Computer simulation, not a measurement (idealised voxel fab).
A process module follows: voxel double patterning.
Displayed cross-section: cut, width of 220 nm, square cells sized 5 nm.
Cross-section = grid of square cells, listed top down in bands; band = one or more rows. Within each band entry, the heights of the top and of the bottom of the band appear first, in that order and in nm; the materials of the band then follow from left to right, each with its corresponding width in nm. The designation "everywhere" on a single material indicates that it fills the band from edge to edge; the designation "empty" indicates empty space. Below 0: as-received wafer, all one material; heights counted from there. Lowest band: no bottom, goes on down, written "0 -> down". The width entry "30->40" should be interpreted row by row: the top row of cells in the band takes the first number, the bottom row takes the second number, and the change between adjacent rows is uniform throughout. Any step labelled "nothing got changed" changed none of the cells in the cross-section. Reported under the label "Enclosed cavity list" are the empty spaces having no open way to the top and comprising 8 cells or more; the notation for each is width x height at distance, in which the distance is measured from the left edge and all three values are in nm. Read whatever lies past the settings on a step's line as the simulator's own remark about the step. overlay nm: how far to the right of its planned place the mask lay on this masked step (negative: to the left).
# Process steps foreseen in the plan
| 1 | RECEIVE [material Si] |
| 2 | CONFORMAL_DEP [material SiO2] [thk nm 5] |
| 3 | DIRECTIONAL_DEP [material TiN] [thk nm 10] |
| 4 | DIRECTIONAL_DEP [material SiCN] [thk nm 5] |
| 5 | DIRECTIONAL_DEP [material aC] [thk nm 10] |
| 6 | PATTERN [tone open] [mask id FIRST] [material resist] [width nm 15] [pitch nm 50] [thk nm 25] [overlay nm 0] |
| 7 | DIRECTIONAL_ETCH [etch materials aC] [depth nm 10] |
| 8 | STRIP [etch materials resist] |
| 9 | DIRECTIONAL_ETCH [etch materials SiCN] [depth nm 5] |
| 10 | STRIP [etch materials aC] |
| 11 | MASKED_ETCH [tone open] [mask id SECOND] [width nm 15] [pitch nm 50] [etch materials SiCN] [depth nm 5] [overlay nm 0] |
| 12 | DIRECTIONAL_ETCH [etch materials TiN] [depth nm 10] |
| 13 | STRIP [etch materials SiCN] |
# Here's what the wafer looked like in cross-section when it arrived - that's after step 1
	0 -> down  Si everywhere
	Enclosed cavity list: none
# Cross-sectional view of the first of the two wafers upon completion of the module, processed in accordance with the plan
	15 -> 5  TiN (50) | empty (15) | TiN (10) | empty (15) | TiN (10) | empty (15) | TiN (10) | empty (15) | TiN (10) | empty (15) | TiN (55)
	5 -> 0  SiO2 everywhere
	0 -> down  Si everywhere
	Enclosed cavity list: none
# Cross-sectional view of the second of two wafers upon completion of the module. This wafer shared its starting condition and process plan with the first; one error was made during its execution
	15 -> 10  SiO2 everywhere
	10 -> 0  TiN everywhere
	0 -> down  Si everywhere
	Enclosed cavity list: none
What went wrong in running the wafer? sequence error: steps 2 and 3 interchanged
Final tally in cells, some materials are higher or lower on the second wafer than on the first: TiN +30
